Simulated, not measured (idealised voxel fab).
Process module under the name voxel lift off
Xsec cut, 195 nm wide, square cell size 5 nm.
Just so we're on the same page, the cross-sections are grids of square cells, and they're listed out in bands top to bottom, each band one or more rows deep.
In this notation a band is specified by the heights of its top and bottom, in that order and in nm, after which its materials appear from left to right, each paired with its width in nm. The word "edge to edge" attached to a single material means that material fills the band from edge to edge; the word "blank" stands for empty space.
Note: height 0 marks the level under which the wafer is uniformly one material as received. Lowest band unbounded below, written "0..down".
The expression "30->40" gives the width at the extremes of the band, the first number at its top row of cells and the second at its bottom row, with the width changing by equal amounts from each row to the next in between.
The designation "nothing got changed", where it is given for a processing step, indicates that no cell of the cross-section was altered in the course of that step.
"Sealed internal cavities": empty spaces of 8 cells or more with no open way to the top, each given as width x height at distance, distance from the left edge, all in nm.
If you see something after the settings on a step's line, that's the simulator's own remark about that step.
Steps that use a mask can have "overlay nm" on their line. It says how far the mask sat to the right of where it was meant to be. Negative means to the left.
**Steps in the process plan**
1: RECEIVE (material Si)
2: CONFORMAL_DEP (material SiO2; thk nm 5)
3: PATTERN (tone open; mask id LINES; material resist; width nm 30; pitch nm 55; thk nm 15; overlay nm 0)
4: DIRECTIONAL_DEP (material Ru; thk nm 5)
5: STRIP (etch materials resist)
6: CONFORMAL_DEP (material SiO2; thk nm 10)
**First wafer, two in total, run as planned**
**Step 1 complete: cross-section of the wafer as received**
    0..down  Si edge to edge
    Sealed internal cavities: none
**State of the wafer after step 2, shown in cross-section**
    5..0  SiO2 edge to edge
    Lower than 0, everything is as it was.
**State of the wafer after step 3, shown in cross-section**
    20..5  resist (55), blank (30), resist (25), blank (30), resist (55)
    Lower than 5, everything is as it was.
**State of the wafer after step 4, shown in cross-section**
    25..20  Ru (55), blank (30), Ru (25), blank (30), Ru (55)
    20..10  resist (55), blank (30), resist (25), blank (30), resist (55)
    10..5  resist (55), Ru (30), resist (25), Ru (30), resist (55)
    Lower than 5, everything is as it was.
**State of the wafer after step 5, shown in cross-section**
    10..5  blank (55), Ru (30), blank (25), Ru (30), blank (55)
    Lower than 5, everything is as it was.
**State of the wafer after step 6, shown in cross-section**
    20..15  blank (45), SiO2 (50), blank (5), SiO2 (50), blank (45)
    15..10  SiO2 edge to edge
    10..5  SiO2 (55), Ru (30), SiO2 (25), Ru (30), SiO2 (55)
    Lower than 5, everything is as it was.
**Second Wafer (Identical Start and Plan, One Processing Error; Matches First Wafer Through Step 2)**
**Second wafer: cross-section at the scheduled end of step 3**
    20..5  resist (65), blank (30), resist (25), blank (30), resist (45)
    Lower than 5, everything is as it was.
**Second wafer: cross-section at the scheduled end of step 4**
    25..20  Ru (65), blank (30), Ru (25), blank (30), Ru (45)
    20..10  resist (65), blank (30), resist (25), blank (30), resist (45)
    10..5  resist (65), Ru (30), resist (25), Ru (30), resist (45)
    Lower than 5, everything is as it was.
**Second wafer: cross-section at the scheduled end of step 5**
    10..5  blank (65), Ru (30), blank (25), Ru (30), blank (45)
    Lower than 5, everything is as it was.
**Second wafer: cross-section at the scheduled end of step 6**
    20..15  blank (55), SiO2 (50), blank (5), SiO2 (50), blank (35)
    15..10  SiO2 edge to edge
    10..5  SiO2 (65), Ru (30), SiO2 (25), Ru (30), SiO2 (45)
    Lower than 5, everything is as it was.
Plan not followed: step 3 was run on a setting that differed from the plan, and what really ran there is PATTERN (tone open; mask id LINES; material resist; width nm 30; pitch nm 55; thk nm 15; overlay nm 10)
Matching per-material cell counts, mismatched positions: that is how the second wafer compares with the first at the end.
